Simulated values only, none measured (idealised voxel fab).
process module | voxel trench capacitor
cross-section cut | 190 nm wide | cells 5 nm
A cross-section is a grid of square cells, given in bands from the top down. A band is one or more rows of cells.
Each band's line starts with the height of the band's top and of its bottom, in nm. Then come its materials from left to right, each with its width in nm. One material with "throughout" fills the band from edge to edge. "air" is empty space.
Height 0 is the level under which the wafer as received is all one material. The lowest band goes on downwards, as in "0 down".
A width such as "30 to 40" changes by the same amount from each row of cells to the next, from the band's top row to its bottom row.
"no change" after a step means that no cell of the cross-section changed.
closed voids: empty space of 8 cells or more with no open way to the top, each as width x height at its distance from the left edge, in nm
after a step's settings: what the simulator itself notes on the step
overlay nm, on a step with a mask: how far to the right of its planned place the mask lay; to the left if negative
plan
1 op RECEIVE | material Si
2 op CONFORMAL_DEP | material SiN | thk nm 10
3 op DIRECTIONAL_DEP | material aC | thk nm 10
4 op PATTERN | tone open | mask id TRENCH | material resist | width nm 30 | pitch nm 45 | thk nm 30 | overlay nm 0
5 op DIRECTIONAL_ETCH | etch materials aC | depth nm 10
6 op STRIP | etch materials resist
7 op DIRECTIONAL_ETCH | etch materials SiN | depth nm 10
8 op DIRECTIONAL_ETCH | etch materials Si | depth nm 35
9 op STRIP | etch materials aC
10 op CONFORMAL_DEP | material Al2O3 | thk nm 5
11 op CONFORMAL_DEP | material TiN | thk nm 5
12 op FILL_DEP | material W | thk nm 5
13 op CMP | height nm 10
as received, after step 1
  0 down: Si throughout
  closed voids: none
a wafer at the end: this start, this plan, one mistake
  10 to 0: W 45 | TiN 5 | Al2O3 5 | SiN 30 | Al2O3 5 | TiN 5 | Al2O3 5 | SiN 30 | Al2O3 5 | TiN 5 | W 50
  0 to -25: W 45 | TiN 5 | Al2O3 5 | Si 30 | Al2O3 5 | TiN 5 | Al2O3 5 | Si 30 | Al2O3 5 | TiN 5 | W 50
  -25 to -30: TiN 50 | Al2O3 5 | Si 30 | Al2O3 5 | TiN 5 | Al2O3 5 | Si 30 | Al2O3 5 | TiN 55
  -30 to -35: Al2O3 55 | Si 30 | Al2O3 15 | Si 30 | Al2O3 60
  -35 down: Si throughout
  closed voids: none
what went wrong: step 4 ran as: op PATTERN | tone cover | mask id TRENCH | material resist | width nm 30 | pitch nm 45 | thk nm 30 | overlay nm 0
